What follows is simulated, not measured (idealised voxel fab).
The following process module bears the name voxel air gaps.
The figure presents cross-section cut, which has a width of 155 nm and is divided into square cells with an edge length of 5 nm.
The cross-sections in this document take the form of a grid made of square cells. They are written out as bands, in order from top to bottom. Each band consists of one or more rows of cells. Top, bottom (nm), then materials left to right with widths (nm); lone material tagged "throughout" fills the whole band edge to edge; "empty" = empty space. Basically, 0 is our baseline, since under it the wafer straight out of the box is all one material. The bottom band has no lower end and keeps on going down, so it looks like "0..down". So if you see something like "30..40" for the width, read it as the top row of the band sitting at the first number and the bottom row at the second, with every row in between moving by the same amount as the last. Any step labelled "same as before" changed none of the cells in the cross-section. Any empty space of 8 cells or more lacking an open way to the top shows up in "Catalogued sealed voids" as width x height at distance, distance from the left edge, in nm. On each step's line, the part that comes after the settings is the simulator's own comment on the step. The line of a step may include "overlay nm". On a step with a mask, this value is how far to the right of its planned place the mask lay. A negative value means the mask lay to the left.

# The process steps that were planned are listed below
| 1 | RECEIVE, material Si |
| 2 | CONFORMAL_DEP, material SiO2, thk nm 15 |
| 3 | CONFORMAL_DEP, material SiCN, thk nm 5 |
| 4 | DIRECTIONAL_DEP, material lowk, thk nm 35 |
| 5 | PATTERN, tone open, mask id LINES, material resist, width nm 15, pitch nm 40, thk nm 15, overlay nm 0 |
| 6 | DIRECTIONAL_ETCH, etch materials lowk, depth nm 35 |
| 7 | STRIP, etch materials resist |
| 8 | CONFORMAL_DEP, material TiN, thk nm 5 |
| 9 | FILL_DEP, material W, thk nm 5 |
| 10 | CMP, height nm 55 |
| 11 | EPI, material Ru, thk nm 10 |
| 12 | SELECTIVE_ETCH, etch materials lowk, depth nm 45 |
| 13 | CONFORMAL_DEP, material SiCN, thk nm 5 |
Don't read the plan's width nm for step 5 as applying to every wafer: that's the first wafer's value, and the wafers differ in it, though they all start identical.

# Cross-section: the first of several wafers in its as-received state, i.e. following step 1
    0..down = Si throughout
    Catalogued sealed voids: none

# Depicted here is the first of several wafers in cross-section, at module completion following the last step, step 13
    70..65 = empty=15; SiCN=125; empty=15
    65..55 = empty=15; SiCN=5; Ru=35; SiCN=5; Ru=35; SiCN=5; Ru=35; SiCN=5; empty=15
    55..50 = empty=15; SiCN=15; TiN=5; W=5; TiN=5; SiCN=25; TiN=5; W=5; TiN=5; SiCN=25; TiN=5; W=5; TiN=5; SiCN=15; empty=15
    50..25 = empty=25; SiCN=5; TiN=5; W=5; TiN=5; SiCN=5; empty=15; SiCN=5; TiN=5; W=5; TiN=5; SiCN=5; empty=15; SiCN=5; TiN=5; W=5; TiN=5; SiCN=5; empty=25
    25..20 = SiCN=30; TiN=15; SiCN=25; TiN=15; SiCN=25; TiN=15; SiCN=30
    20..15 = SiCN throughout
    15..0 = SiO2 throughout
    0..down = Si throughout
    Catalogued sealed voids: 15 x 25 at 50; 15 x 25 at 90

# Final wafer cross-section at module end
    70..65 = empty=10; SiCN=135; empty=10
    65..55 = empty=10; SiCN=5; Ru=125; SiCN=5; empty=10
    55..50 = empty=10; SiCN=15; TiN=5; W=15; TiN=5; lowk=15; TiN=5; W=15; TiN=5; lowk=15; TiN=5; W=15; TiN=5; SiCN=15; empty=10
    50..25 = empty=20; SiCN=5; TiN=5; W=15; TiN=5; lowk=15; TiN=5; W=15; TiN=5; lowk=15; TiN=5; W=15; TiN=5; SiCN=5; empty=20
    25..20 = SiCN=25; TiN=25; lowk=15; TiN=25; lowk=15; TiN=25; SiCN=25
    20..15 = SiCN throughout
    15..0 = SiO2 throughout
    0..down = Si throughout
    Catalogued sealed voids: none

# For your reference, the table is organized with a row per wafer; each row reflects the wafer at the end of the module, indicating for each material the cells gained (+) or lost (-) since receipt, and thereafter its closed voids
width nm 15; +42 Ru; +132 SiCN; +93 SiO2; +45 TiN; +18 W; Catalogued sealed voids: 15 x 25 at 50; 15 x 25 at 90
width nm 20; +48 Ru; +88 SiCN; +93 SiO2; +48 TiN; +36 W; +56 lowk; Catalogued sealed voids: none
width nm 25; +50 Ru; +88 SiCN; +93 SiO2; +51 TiN; +54 W; +42 lowk; Catalogued sealed voids: none
